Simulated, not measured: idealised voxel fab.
process module | voxel lift off
cross-section cut | 140 nm wide | cells 5 nm
A cross-section is a grid of square cells, given in bands from the top down. A band is one or more rows of cells.
Each band's line starts with the height of the band's top and of its bottom, in nm. Then come its materials from left to right, each with its width in nm. One material with "throughout" fills the band from edge to edge. "air" is empty space.
Height 0 is the level under which the wafer as received is all one material. The lowest band goes on downwards, as in "0 down".
A width such as "30 to 40" changes by the same amount from each row of cells to the next, from the band's top row to its bottom row.
"no change" after a step means that no cell of the cross-section changed.
closed voids: empty space of 8 cells or more with no open way to the top, each as width x height at its distance from the left edge, in nm
after a step's settings: what the simulator itself notes on the step
overlay nm, on a step with a mask: how far to the right of its planned place the mask lay; to the left if negative
plan
1 op RECEIVE | material Si
2 op CONFORMAL_DEP | material Al2O3 | thk nm 5
3 op PATTERN | tone open | mask id LINES | material resist | width nm 20 | pitch nm 45 | thk nm 20 | overlay nm 0
4 op DIRECTIONAL_DEP | material Ru | thk nm 5
5 op STRIP | etch materials resist
6 op CONFORMAL_DEP | material SiCN | thk nm 5
varied across the wafers: thk nm of step 6. The plan shows the first wafer's value. All wafers start alike
first wafer as received, after step 1
  0 down: Si throughout
  closed voids: none
each wafer at the end: cells of each material gained (+) or lost (-) since it was received, then its closed voids
thk nm 5 | +28 Al2O3 | +12 Ru | +34 SiCN | closed voids: none
thk nm 10 | +28 Al2O3 | +12 Ru | +68 SiCN | closed voids: none
thk nm 15 | +28 Al2O3 | +12 Ru | +100 SiCN | closed voids: none
thk nm 20 | +28 Al2O3 | +12 Ru | +128 SiCN | closed voids: none
